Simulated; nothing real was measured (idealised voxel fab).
Process module heading - voxel released beams
Displayed cross-section: cut, width of 295 nm, square cells sized 5 nm.
How to read a cross-section here: the picture is a grid of square cells, written as bands going from the top down, and any band can span one or more rows of cells. The band entry comprises the height of the band's top followed by the height of its bottom, expressed in nm, and subsequently the band's materials from left to right, each stated together with its width in nm. Where a single material is marked with the word "everywhere", that material fills the band from edge to edge. The word "empty" represents empty space. Ref level 0: as-received wafer is one material below here. Bottom band extends down with no lower bound ("0..down"). Per-row width for "30 to 40": begins at first number (top row of band), ends at second number (bottom row), increment between rows held constant. The designation "nothing changed", where it is given for a processing step, indicates that no cell of the cross-section was altered in the course of that step. Voids not open to the top, 8 cells minimum: see "Closed-off voids". Written width x height at distance; distance is from the left edge; nm. after a step's settings: what the simulator itself notes on the step. A step's line can hold "overlay nm"; with a mask on that step, the setting says how far right of the planned place the mask lay, while a negative setting says it lay to the left.
## Process steps foreseen in the plan
1 RECEIVE [material Si]
2 CONFORMAL_DEP [material Al2O3] [thk nm 5]
3 DIRECTIONAL_DEP [material SiO2] [thk nm 10]
4 MASKED_ETCH [tone open] [mask id ANCHOR] [width nm 35] [etch materials SiO2] [depth nm 20] [overlay nm 0]
5 CONFORMAL_DEP [material SiN] [thk nm 10]
6 DIRECTIONAL_DEP [material aC] [thk nm 15]
7 PATTERN [tone cover] [mask id BEAM] [material resist] [width nm 110] [thk nm 30] [overlay nm 0]
8 DIRECTIONAL_ETCH [etch materials aC] [depth nm 15]
9 STRIP [etch materials resist]
10 DIRECTIONAL_ETCH [etch materials SiN] [depth nm 10]
11 STRIP [etch materials aC]
12 STRIP [etch materials SiO2]
All wafers enter the flow in the same state. The thk nm at step 3 differs from wafer to wafer, and the plan gives the value for the first wafer.
## As received, i.e. after step 1: cross-section through the first of several wafers
0..down  Si everywhere
Closed-off voids: none
## End-of-module cross-section, first of several wafers, after last step 12
25..15  90 of empty, then 15 of SiN, then 15 of empty, then 80 of SiN, then 95 of empty
15..5  95 of empty, then 35 of SiN, then 165 of empty
5..0  Al2O3 everywhere
0..down  Si everywhere
Closed-off voids: none
## Cross-sectional depiction of the last of several wafers upon completion of the module
5..0  Al2O3 everywhere
0..down  Si everywhere
Closed-off voids: none
## So in this table every wafer gets its own row, and what you see is where it stands at the end of the module: for each material, how many cells it picked up (+) or gave up (-) since we received it, and after that its closed voids
thk nm 10 | +59 Al2O3 | +52 SiN | Closed-off voids: none
thk nm 15 | +59 Al2O3 | +56 SiN | Closed-off voids: none
thk nm 20 | +59 Al2O3 | +60 SiN | Closed-off voids: none
thk nm 25 | +59 Al2O3 | Closed-off voids: none
thk nm 30 | +59 Al2O3 | Closed-off voids: none
thk nm 35 | +59 Al2O3 | Closed-off voids: none
